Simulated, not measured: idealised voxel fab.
The name of this process module is voxel transistor to metal.
Cross-sectional view cut (width: 170 nm; square cell size: 5 nm).
Cross-section layout: square cells on a grid; listed as bands, top to bottom; a band spans one or more cell rows.
What a band's entry tells you: where the top is and where the bottom is, as heights in nm, and after that what lies inside, material by material from left to right, each with its width in nm. Empty space is written as the word "blank", and a single material marked with the word "everywhere" occupies the band from edge to edge.
The level at which height equals 0 is the one under which the wafer, as it arrives, is entirely one material. No lower edge exists for the bottom band, which continues downward and is notated as in "top 0, no bottom".
So if you see something like "30->40" for the width, read it as the top row of the band sitting at the first number and the bottom row at the second, with every row in between moving by the same amount as the last.
Key: "no alteration" - step with no changed cell in the cross-section.
Reported under the label "Closed void listing" are the empty spaces having no open way to the top and comprising 8 cells or more; the notation for each is width x height at distance, in which the distance is measured from the left edge and all three values are in nm.
Step line, after settings: the simulator's comment on this step.
overlay nm: step with mask; distance mask lay right of planned place; negative value = left of planned place.

## Here's what the planned process steps look like
1. RECEIVE | material Si
2. CONFORMAL_DEP | material SiO2 | thk nm 5
3. CONFORMAL_DEP | material SiN | thk nm 15
4. DIRECTIONAL_DEP | material aC | thk nm 10
5. PATTERN | tone cover | mask id ACTIVE | material resist | width nm 95 | thk nm 25 | overlay nm 0
6. DIRECTIONAL_ETCH | etch materials aC | depth nm 10
7. STRIP | etch materials resist
8. DIRECTIONAL_ETCH | etch materials SiN | depth nm 15
9. DIRECTIONAL_ETCH | etch materials SiO2 | depth nm 5
10. DIRECTIONAL_ETCH | etch materials Si | depth nm 35
11. STRIP | etch materials aC
12. OXIDIZE | depth nm 5
13. FILL_DEP | material SiO2 | thk nm 10
14. CMP | height nm 20
15. SELECTIVE_ETCH | etch materials SiO2 | depth nm 10
16. STRIP | etch materials SiN
17. SELECTIVE_ETCH | etch materials SiO2 | depth nm 5
18. OXIDIZE | depth nm 5
19. DIRECTIONAL_DEP | material polySi | thk nm 20
20. DIRECTIONAL_DEP | material SiCN | thk nm 15
21. MASKED_ETCH | tone cover | mask id GATE | width nm 15 | etch materials SiCN | depth nm 25 | overlay nm 0
22. MASKED_ETCH | tone cover | mask id GATE | width nm 15 | etch materials polySi | depth nm 30 | overlay nm 0
23. CONFORMAL_DEP | material SiN | thk nm 10
24. DIRECTIONAL_ETCH | etch materials SiN | depth nm 10
25. DIRECTIONAL_ETCH | etch materials SiO2 | depth nm 5
26. DIRECTIONAL_ETCH | etch materials Si | depth nm 5
27. EPI | material SiGe | thk nm 10
28. FILL_DEP | material SiO2 | thk nm 10
29. CMP | height nm 35
30. DIRECTIONAL_DEP | material SiO2 | thk nm 15
31. DIRECTIONAL_DEP | material aC | thk nm 15
32. PATTERN | tone open | mask id CONTACT | material resist | width nm 15 | pitch nm 70 | thk nm 30 | overlay nm 0
33. DIRECTIONAL_ETCH | etch materials aC | depth nm 15
34. STRIP | etch materials resist
35. DIRECTIONAL_ETCH | etch materials SiO2 | depth nm 50
36. STRIP | etch materials aC
37. CONFORMAL_DEP | material TiN | thk nm 5
38. FILL_DEP | material Ru | thk nm 10
39. CMP | height nm 50
40. DIRECTIONAL_DEP | material TiN | thk nm 5
41. DIRECTIONAL_DEP | material W | thk nm 25
42. PATTERN | tone cover | mask id METAL_1 | material resist | width nm 15 | pitch nm 70 | thk nm 20 | overlay nm 0
43. DIRECTIONAL_ETCH | etch materials W | depth nm 25
44. DIRECTIONAL_ETCH | etch materials TiN | depth nm 5
45. STRIP | etch materials resist
46. FILL_DEP | material lowk | thk nm 10
47. CMP | height nm 80
48. CONFORMAL_DEP | material SiCN | thk nm 5

## As received (post step 1): cross-section
	top 0, no bottom | Si everywhere
	Closed void listing: none

## Result of the module, cross-sectioned: start per above, plan per above, one error in how it was run
	top 85, bottom 80 | SiCN everywhere
	top 80, bottom 55 | lowk=40; W=15; lowk=55; W=15; lowk=45
	top 55, bottom 50 | lowk=40; TiN=15; lowk=55; TiN=15; lowk=45
	top 50, bottom 35 | SiO2=40; TiN=5; Ru=5; TiN=5; SiO2=55; TiN=5; Ru=5; TiN=5; SiO2=45
	top 35, bottom 20 | SiO2=40; TiN=5; Ru=5; TiN=5; SiO2=10; SiN=10; SiCN=15; SiN=10; SiO2=10; TiN=5; Ru=5; TiN=5; SiO2=45
	top 20, bottom 5 | SiO2=40; TiN=5; Ru=5; TiN=5; SiO2=10; SiN=10; polySi=15; SiN=10; SiO2=10; TiN=5; Ru=5; TiN=5; SiO2=45
	top 5, bottom 0 | SiO2=30; SiN=10; TiN=15; SiGe=10; SiN=10; polySi=15; SiN=10; SiGe=10; TiN=15; SiN=10; SiO2=35
	top 0, bottom -5 | SiO2=30; SiN=10; SiGe=25; SiO2=35; SiGe=25; SiN=10; SiO2=35
	top -5, bottom -10 | SiO2=45; SiGe=20; Si=35; SiGe=20; SiO2=50
	top -10, bottom -40 | SiO2=40; Si=85; SiO2=45
	top -40, no bottom | Si everywhere
	Closed void listing: none
Diagnosis: not run: step 2 of the plan (skipped)
